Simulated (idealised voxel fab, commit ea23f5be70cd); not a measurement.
Presented below is a process module, voxel double patterning.
In the cross-section labelled cut, the width is 165 nm and each square cell is 5 nm.
Think of the cross-section as a grid of square cells. We describe it in bands, top to bottom, and each band covers one or more rows of those cells. A band entry consists of two parts. The first gives the height of the band's top and the height of its bottom, in nm. The rest lists the band's materials from left to right, each with its width in nm. A single material labelled with the word "throughout" fills the band from edge to edge, and the word "blank" marks empty space. Below 0: as-received wafer, all one material; heights counted from there. Lowest band: no bottom, goes on down, written "z 0 and below". Think of "30 to 40" as a width that walks from the first number to the second as you go down the band, top row to bottom row, taking equal-sized steps from row to row. Where a step carries "stayed the same", the cross-section came out of it unchanged, cell for cell. "Enclosed cavities" means: voids of 8 cells or more that are shut off from the top with no open way through. Written width x height at distance, distance from the left edge, in nm. Past the settings on a step's line: simulator remark, on that step. You can add "overlay nm" to a step's line. For a step with a mask, it describes how far the mask lay to the right of its planned position, and a negative number describes a lay to the left.
-- This section lists the process steps that were planned
1,RECEIVE | material Si
2,CONFORMAL_DEP | material SiN | thk nm 5
3,DIRECTIONAL_DEP | material SiO2 | thk nm 15
4,DIRECTIONAL_DEP | material SiCN | thk nm 5
5,DIRECTIONAL_DEP | material aC | thk nm 15
6,PATTERN | tone open | mask id FIRST | material resist | width nm 15 | pitch nm 50 | thk nm 35 | overlay nm 0
7,DIRECTIONAL_ETCH | etch materials aC | depth nm 15
8,STRIP | etch materials resist
9,DIRECTIONAL_ETCH | etch materials SiCN | depth nm 5
10,STRIP | etch materials aC
11,DIRECTIONAL_DEP | material aC | thk nm 15
12,PATTERN | tone open | mask id SECOND | material resist | width nm 15 | thk nm 35 | overlay nm 0
13,DIRECTIONAL_ETCH | etch materials aC | depth nm 15
14,STRIP | etch materials resist
15,DIRECTIONAL_ETCH | etch materials SiCN | depth nm 5
16,STRIP | etch materials aC
17,DIRECTIONAL_ETCH | etch materials SiO2 | depth nm 15
18,STRIP | etch materials SiCN
-- Cross-section of the incoming wafer, state after step 1
- z 0 and below: Si throughout
- Enclosed cavities: none
-- One mistake in running the module, otherwise start and plan as above: cross-section at the end
- z 20 to 5: blank: 75; SiO2: 15; blank: 75
- z 5 to 0: SiN throughout
- z 0 and below: Si throughout
- Enclosed cavities: none
what went wrong: step 12 ran with different settings than intended, the actual operation and settings being PATTERN | tone cover | mask id SECOND | material resist | width nm 15 | thk nm 35 | overlay nm 0
